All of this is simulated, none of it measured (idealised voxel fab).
process module | voxel spacer lines
cross-section cut | 235 nm wide | cells 5 nm
A cross-section is a grid of square cells, given in bands from the top down. A band is one or more rows of cells.
Each band's line starts with the height of the band's top and of its bottom, in nm. Then come its materials from left to right, each with its width in nm. One material with "throughout" fills the band from edge to edge. "air" is empty space.
Height 0 is the level under which the wafer as received is all one material. The lowest band goes on downwards, as in "0 down".
A width such as "30 to 40" changes by the same amount from each row of cells to the next, from the band's top row to its bottom row.
"no change" after a step means that no cell of the cross-section changed.
closed voids: empty space of 8 cells or more with no open way to the top, each as width x height at its distance from the left edge, in nm
after a step's settings: what the simulator itself notes on the step
overlay nm, on a step with a mask: how far to the right of its planned place the mask lay; to the left if negative
plan
1 op RECEIVE | material Si
2 op CONFORMAL_DEP | material Al2O3 | thk nm 5
3 op DIRECTIONAL_DEP | material W | thk nm 20
4 op DIRECTIONAL_DEP | material polySi | thk nm 30
5 op PATTERN | tone cover | mask id MANDREL | material resist | width nm 15 | pitch nm 60 | thk nm 35 | overlay nm 0
6 op DIRECTIONAL_ETCH | etch materials polySi | depth nm 30
7 op STRIP | etch materials resist
8 op CONFORMAL_DEP | material SiO2 | thk nm 10
9 op DIRECTIONAL_ETCH | etch materials SiO2 | depth nm 10
10 op STRIP | etch materials polySi
11 op DIRECTIONAL_ETCH | etch materials W | depth nm 20
12 op STRIP | etch materials SiO2
13 op FILL_DEP | material SiO2 | thk nm 5
14 op CMP | height nm 25
varied across the wafers: width nm of step 5. The plan shows the first wafer's value. All wafers start alike
first wafer as received, after step 1
  0 down: Si throughout
  closed voids: none
each wafer at the end: cells of each material gained (+) or lost (-) since it was received, then its closed voids
width nm 15 | +47 Al2O3 | +156 SiO2 | +32 W | closed voids: none
width nm 20 | +47 Al2O3 | +156 SiO2 | +32 W | closed voids: none
width nm 25 | +47 Al2O3 | +156 SiO2 | +32 W | closed voids: none
width nm 30 | +47 Al2O3 | +156 SiO2 | +32 W | closed voids: none
width nm 35 | +47 Al2O3 | +156 SiO2 | +32 W | closed voids: none
